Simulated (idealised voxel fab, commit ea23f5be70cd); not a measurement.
Name of the process module below: voxel capacitor over wiring
Square cell edge 5 nm, section width 225 nm, ID cut.
Cross-section layout: square cells on a grid; listed as bands, top to bottom; a band spans one or more cell rows.
Read a band's entry like this: the first values are the height of its top and the height of its bottom in nm, and what follows is the sequence of materials from left to right, each with its width in nm. Note that "blank" is empty space, and that a single material marked "throughout" reaches across the band from edge to edge.
Heights are expressed relative to 0, this being the level below which the as-received wafer comprises one material exclusively. The lowest band is unbounded in the downward direction and is denoted as in "z 0 and below".
The two numbers in a width such as "30->40" mark its ends across the band: the first belongs to the top row of cells, the second to the bottom row, and from each row to the next the width moves by the same amount.
For the purposes of this document, the phrase "nothing got changed" attached to a step denotes that no cell within the cross-section was modified by that step.
Enclosed voids (no open way to top), threshold 8 cells or more, entry "Closed void table", notation width x height at distance, distance from left edge, nm.
Post-settings text on a step line: simulator's own remark regarding the step.
"overlay nm" answers the question of how far to the right of plan the mask lay on a step that has a mask, and when it is negative the answer is to the left.
[The process steps that were planned are listed below]
1,RECEIVE: material Si
2,CONFORMAL_DEP: material SiO2, thk nm 15
3,CONFORMAL_DEP: material SiN, thk nm 5
4,DIRECTIONAL_DEP: material SiO2, thk nm 25
5,PATTERN: tone open, mask id METAL_1, material resist, width nm 30, pitch nm 80, thk nm 15, overlay nm 0
6,DIRECTIONAL_ETCH: etch materials SiO2, depth nm 25
7,DIRECTIONAL_ETCH: etch materials SiN, depth nm 5
8,STRIP: etch materials resist
9,CONFORMAL_DEP: material TiN, thk nm 5
10,FILL_DEP: material W, thk nm 10
11,CMP: height nm 45
12,CONFORMAL_DEP: material SiCN, thk nm 5
13,DIRECTIONAL_DEP: material lowk, thk nm 15
14,PATTERN: tone open, mask id PLUG_1, material resist, width nm 15, thk nm 20, overlay nm 0
15,DIRECTIONAL_ETCH: etch materials lowk, depth nm 15
16,DIRECTIONAL_ETCH: etch materials SiCN, depth nm 5
17,STRIP: etch materials resist
18,EPI: material Ru, thk nm 10
19,EPI: material Ru, thk nm 10
20,DIRECTIONAL_DEP: material TiN, thk nm 10
21,DIRECTIONAL_DEP: material HfO2, thk nm 5
22,DIRECTIONAL_DEP: material TiN, thk nm 10
23,MASKED_ETCH: tone cover, mask id UPPER_PLATE, width nm 55, etch materials TiN, depth nm 10, overlay nm 0
24,MASKED_ETCH: tone cover, mask id UPPER_PLATE, width nm 55, etch materials HfO2, depth nm 5, overlay nm 0
25,MASKED_ETCH: tone cover, mask id LOWER_PLATE, width nm 65, etch materials TiN, depth nm 10, overlay nm 0
26,FILL_DEP: material SiO2, thk nm 20
27,CMP: height nm 105
28,PATTERN: tone open, mask id PLUG_2, material resist, width nm 15, thk nm 15, overlay nm 0
29,DIRECTIONAL_ETCH: etch materials SiO2, depth nm 15
30,STRIP: etch materials resist
31,CONFORMAL_DEP: material TiN, thk nm 5
32,FILL_DEP: material Ru, thk nm 10
33,CMP: height nm 105
34,CONFORMAL_DEP: material SiN, thk nm 5
[Wafer cross-section on receipt, i.e. after step 1]
    z 0 and below: Si throughout
    Closed void table: none
[As-planned run: cross-section of the first of two wafers at end of module]
    z 110 to 105: SiN throughout
    z 105 to 95: 80 of SiO2, then 5 of TiN, then 5 of Ru, then 5 of TiN, then 130 of SiO2
    z 95 to 90: 80 of SiO2, then 15 of TiN, then 130 of SiO2
    z 90 to 80: 70 of SiO2, then 55 of TiN, then 100 of SiO2
    z 80 to 75: 70 of SiO2, then 55 of HfO2, then 100 of SiO2
    z 75 to 65: 65 of SiO2, then 65 of TiN, then 95 of SiO2
    z 65 to 50: 70 of lowk, then 15 of Ru, then 140 of lowk
    z 50 to 45: 70 of SiCN, then 15 of Ru, then 140 of SiCN
    z 45 to 20: 55 of SiO2, then 5 of TiN, then 20 of W, then 5 of TiN, then 50 of SiO2, then 5 of TiN, then 20 of W, then 5 of TiN, then 60 of SiO2
    z 20 to 15: 55 of SiN, then 30 of TiN, then 50 of SiN, then 30 of TiN, then 60 of SiN
    z 15 to 0: SiO2 throughout
    z 0 and below: Si throughout
    Closed void table: none
[Cross-section of the latter of the two wafers at module completion. It had an identical start and an identical plan to the former; in running it, one mistake was made]
    z 110 to 105: SiN throughout
    z 105 to 95: 80 of SiO2, then 5 of TiN, then 5 of Ru, then 5 of TiN, then 130 of SiO2
    z 95 to 90: 80 of SiO2, then 15 of TiN, then 130 of SiO2
    z 90 to 80: 85 of SiO2, then 40 of TiN, then 100 of SiO2
    z 80 to 75: 85 of SiO2, then 40 of HfO2, then 100 of SiO2
    z 75 to 70: 65 of SiO2, then 5 of TiN, then 15 of SiO2, then 45 of TiN, then 95 of SiO2
    z 70 to 65: 65 of SiO2, then 65 of TiN, then 95 of SiO2
    z 65 to 60: 70 of lowk, then 15 of TiN, then 140 of lowk
    z 60 to 55: 70 of lowk, then 15 of HfO2, then 140 of lowk
    z 55 to 50: 70 of lowk, then 15 of TiN, then 140 of lowk
    z 50 to 45: 70 of SiCN, then 15 of TiN, then 140 of SiCN
    z 45 to 20: 50 of W, then 5 of TiN, then 30 of SiO2, then 5 of TiN, then 40 of W, then 5 of TiN, then 30 of SiO2, then 5 of TiN, then 55 of W
    z 20 to 15: 55 of TiN, then 30 of SiN, then 50 of TiN, then 30 of SiN, then 60 of TiN
    z 15 to 0: SiO2 throughout
    z 0 and below: Si throughout
    Closed void table: none
Error vs. plan: step 5 did not happen as planned, as run it was PATTERN: tone cover, mask id METAL_1, material resist, width nm 30, pitch nm 80, thk nm 15, overlay nm 0
Cell-count delta at end, second wafer over first, by material: 12 fewer of Ru | 21 fewer of SiN | 93 fewer of SiO2 | 21 more of TiN | 105 more of W
